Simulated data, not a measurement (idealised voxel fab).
process module | voxel plated lines
cross-section cut | 215 nm wide | cells 5 nm
A cross-section is a grid of square cells, given in bands from the top down. A band is one or more rows of cells.
Each band's line starts with the height of the band's top and of its bottom, in nm. Then come its materials from left to right, each with its width in nm. One material with "throughout" fills the band from edge to edge. "air" is empty space.
Height 0 is the level under which the wafer as received is all one material. The lowest band goes on downwards, as in "0 down".
A width such as "30 to 40" changes by the same amount from each row of cells to the next, from the band's top row to its bottom row.
"no change" after a step means that no cell of the cross-section changed.
closed voids: empty space of 8 cells or more with no open way to the top, each as width x height at its distance from the left edge, in nm
after a step's settings: what the simulator itself notes on the step
overlay nm, on a step with a mask: how far to the right of its planned place the mask lay; to the left if negative
plan
1 op RECEIVE | material Si
2 op CONFORMAL_DEP | material SiO2 | thk nm 15
3 op DIRECTIONAL_DEP | material TiN | thk nm 5
4 op PATTERN | tone open | mask id LINES | material resist | width nm 20 | pitch nm 40 | thk nm 40 | overlay nm 0
5 op EPI | material Ru | thk nm 10
6 op EPI | material Ru | thk nm 5
7 op EPI | material Ru | thk nm 5
8 op STRIP | etch materials resist
9 op DIRECTIONAL_ETCH | etch materials TiN | depth nm 5
10 op CONFORMAL_DEP | material SiN | thk nm 10
as received, after step 1
  0 down: Si throughout
  closed voids: none
first wafer at the end, as planned
  50 to 40: air 45 | SiN 120 | air 50
  40 to 25: air 45 | SiN 10 | Ru 20 | SiN 20 | Ru 20 | SiN 20 | Ru 20 | SiN 10 | air 50
  25 to 20: SiN 55 | Ru 20 | SiN 20 | Ru 20 | SiN 20 | Ru 20 | SiN 60
  20 to 15: SiN 55 | TiN 20 | SiN 20 | TiN 20 | SiN 20 | TiN 20 | SiN 60
  15 to 0: SiO2 throughout
  0 down: Si throughout
  closed voids: none
second wafer at the end: like start, like plan, one mistake
  60 to 50: air 45 | SiN 120 | air 50
  50 to 25: air 45 | SiN 10 | Ru 20 | SiN 20 | Ru 20 | SiN 20 | Ru 20 | SiN 10 | air 50
  25 to 20: SiN 55 | Ru 20 | SiN 20 | Ru 20 | SiN 20 | Ru 20 | SiN 60
  20 to 15: SiN 55 | TiN 20 | SiN 20 | TiN 20 | SiN 20 | TiN 20 | SiN 60
  15 to 0: SiO2 throughout
  0 down: Si throughout
  closed voids: none
what went wrong: step 5 was run twice
at the end the second wafer has, in cells: 24 more of Ru | 24 more of SiN
